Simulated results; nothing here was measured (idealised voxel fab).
process module | voxel wiring stack
cross-section cut | 170 nm wide | cells 5 nm
A cross-section is a grid of square cells, given in bands from the top down. A band is one or more rows of cells.
Each band's line starts with the height of the band's top and of its bottom, in nm. Then come its materials from left to right, each with its width in nm. One material with "throughout" fills the band from edge to edge. "air" is empty space.
Height 0 is the level under which the wafer as received is all one material. The lowest band goes on downwards, as in "0 down".
A width such as "30 to 40" changes by the same amount from each row of cells to the next, from the band's top row to its bottom row.
"no change" after a step means that no cell of the cross-section changed.
closed voids: empty space of 8 cells or more with no open way to the top, each as width x height at its distance from the left edge, in nm
after a step's settings: what the simulator itself notes on the step
overlay nm, on a step with a mask: how far to the right of its planned place the mask lay; to the left if negative
plan
1 op RECEIVE | material Si
2 op CONFORMAL_DEP | material SiO2 | thk nm 15
3 op DIRECTIONAL_DEP | material TiN | thk nm 5
4 op DIRECTIONAL_DEP | material W | thk nm 15
5 op DIRECTIONAL_DEP | material aC | thk nm 15
6 op PATTERN | tone cover | mask id METAL_1 | material resist | width nm 25 | pitch nm 40 | thk nm 35 | overlay nm 0
7 op DIRECTIONAL_ETCH | etch materials aC | depth nm 15
8 op STRIP | etch materials resist
9 op DIRECTIONAL_ETCH | etch materials W | depth nm 15
10 op DIRECTIONAL_ETCH | etch materials TiN | depth nm 5
11 op STRIP | etch materials aC
12 op CONFORMAL_DEP | material SiN | thk nm 5
13 op FILL_DEP | material SiO2 | thk nm 5
14 op CMP | height nm 35
15 op CONFORMAL_DEP | material SiCN | thk nm 5
16 op DIRECTIONAL_DEP | material SiO2 | thk nm 25
17 op DIRECTIONAL_DEP | material aC | thk nm 15
18 op PATTERN | tone open | mask id METAL_2 | material resist | width nm 25 | pitch nm 40 | thk nm 30 | overlay nm 0
19 op DIRECTIONAL_ETCH | etch materials aC | depth nm 15
20 op STRIP | etch materials resist
21 op DIRECTIONAL_ETCH | etch materials SiO2 | depth nm 15
22 op STRIP | etch materials aC
23 op DIRECTIONAL_DEP | material aC | thk nm 10
24 op PATTERN | tone open | mask id METAL_2_HOLES | material resist | width nm 15 | pitch nm 80 | thk nm 30 | overlay nm 0
25 op DIRECTIONAL_ETCH | etch materials aC | depth nm 10
26 op STRIP | etch materials resist
27 op DIRECTIONAL_ETCH | etch materials SiO2 | depth nm 10
28 op DIRECTIONAL_ETCH | etch materials SiCN | depth nm 5
29 op STRIP | etch materials aC
30 op CONFORMAL_DEP | material TiN | thk nm 5
31 op FILL_DEP | material Cu | thk nm 5
32 op CMP | height nm 65
33 op CONFORMAL_DEP | material SiCN | thk nm 5
34 op DIRECTIONAL_DEP | material lowk | thk nm 25
35 op MASKED_ETCH | tone open | mask id METAL_3 | width nm 25 | pitch nm 40 | etch materials lowk | depth nm 15 | overlay nm 0
36 op MASKED_ETCH | tone open | mask id METAL_3_HOLES | width nm 15 | pitch nm 40 | etch materials lowk | depth nm 10 | overlay nm 0
37 op MASKED_ETCH | tone open | mask id METAL_3_HOLES | width nm 15 | pitch nm 40 | etch materials SiCN | depth nm 5 | overlay nm 0
38 op CONFORMAL_DEP | material TiN | thk nm 5
39 op FILL_DEP | material Cu | thk nm 10
40 op CMP | height nm 95
41 op CONFORMAL_DEP | material SiN | thk nm 5
as received, after step 1
  0 down: Si throughout
  closed voids: none
a wafer at the end: this start, this plan, one mistake
  110 to 95: SiN throughout
  95 to 85: lowk 30 | TiN 5 | Cu 15 | TiN 5 | lowk 15 | TiN 5 | Cu 15 | TiN 5 | lowk 15 | TiN 5 | Cu 15 | TiN 5 | lowk 35
  85 to 80: lowk 30 | TiN 5 | Cu 5 | TiN 15 | lowk 15 | TiN 5 | Cu 5 | TiN 15 | lowk 15 | TiN 5 | Cu 5 | TiN 15 | lowk 35
  80 to 70: lowk 30 | TiN 5 | Cu 5 | TiN 5 | lowk 25 | TiN 5 | Cu 5 | TiN 5 | lowk 25 | TiN 5 | Cu 5 | TiN 5 | lowk 45
  70 to 65: SiCN 30 | TiN 15 | SiCN 25 | TiN 15 | SiCN 25 | TiN 15 | SiCN 45
  65 to 55: SiO2 30 | TiN 5 | Cu 15 | TiN 5 | SiO2 15 | TiN 5 | Cu 15 | TiN 5 | SiO2 15 | TiN 5 | Cu 15 | TiN 5 | SiO2 35
  55 to 50: SiO2 30 | TiN 5 | Cu 5 | TiN 15 | SiO2 15 | TiN 25 | SiO2 15 | TiN 5 | Cu 5 | TiN 15 | SiO2 35
  50 to 40: SiO2 30 | TiN 5 | Cu 5 | TiN 5 | SiO2 65 | TiN 5 | Cu 5 | TiN 5 | SiO2 45
  40 to 35: SiCN 30 | TiN 15 | SiCN 65 | TiN 15 | SiCN 45
  35 to 20: SiO2 25 | SiN 5 | W 25 | SiN 5 | SiO2 5 | SiN 5 | W 25 | SiN 5 | SiO2 5 | SiN 5 | W 25 | SiN 5 | SiO2 30
  20 to 15: SiN 30 | TiN 25 | SiN 15 | TiN 25 | SiN 15 | TiN 25 | SiN 35
  15 to 0: SiO2 throughout
  0 down: Si throughout
  closed voids: none
what went wrong: step 41 ran as: op CONFORMAL_DEP | material SiN | thk nm 15
